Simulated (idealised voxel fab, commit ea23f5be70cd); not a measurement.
Process module under the name voxel tone inversion
Square cell edge 5 nm, section width 250 nm, ID cut.
Reading order for cross-sections: top band down to bottom band. Underlying form: a grid of square cells. Band size: one or more rows of cells.
Each band's line starts with the height of the band's top and of its bottom, in nm. Then come its materials from left to right, each with its width in nm. One material with "edge to edge" fills the band from edge to edge. "blank" is empty space.
Heights are reckoned from 0. Under this level, the received wafer is all of one material. The bottommost band is open-ended downward, for example "0..down".
A width given as "30->40" starts at the first number in the band's top row and ends at the second number in its bottom row, shifting by an equal amount at every step from row to row.
Given "left unchanged" for a step, no cell of the cross-section differs between before and after that step.
"Sealed voids" specifies each empty space that is not open to the top and that occupies no fewer than 8 cells, using the form width x height at distance, the distance measured from the left edge and all three quantities in nm.
after a step's settings: what the simulator itself notes on the step
For masked steps, "overlay nm" on the step line gives how far right of plan the mask actually lay; a minus sign means it lay to the left.

The steps planned for the process are as follows
1. RECEIVE with material Si
2. CONFORMAL_DEP with material SiN, thk nm 5
3. DIRECTIONAL_DEP with material polySi, thk nm 25
4. PATTERN with tone cover, mask id POSTS, material resist, width nm 20, pitch nm 35, thk nm 30, overlay nm 0
5. DIRECTIONAL_ETCH with etch materials polySi, depth nm 25
6. STRIP with etch materials resist
7. FILL_DEP with material SiO2, thk nm 5
8. CMP with height nm 20
9. STRIP with etch materials polySi
Variable across wafers: step 8 height nm (plan value is that of the first wafer; starting state common to all).

So this is the first of several wafers, cross-sectioned as it came to us, meaning it's at the end of step 1
	0..down  Si edge to edge
	Sealed voids: none

Below: a row per wafer. Contents at end of module: for every material, cells gained since receipt (+) or lost since receipt (-); then closed voids
height nm 20 | +50 SiN | +126 SiO2 | Sealed voids: none
height nm 25 | +50 SiN | +168 SiO2 | Sealed voids: none
height nm 30 | +50 SiN | +210 SiO2 | Sealed voids: none
height nm 35 | +50 SiN | +260 SiO2 | +40 polySi | Sealed voids: none
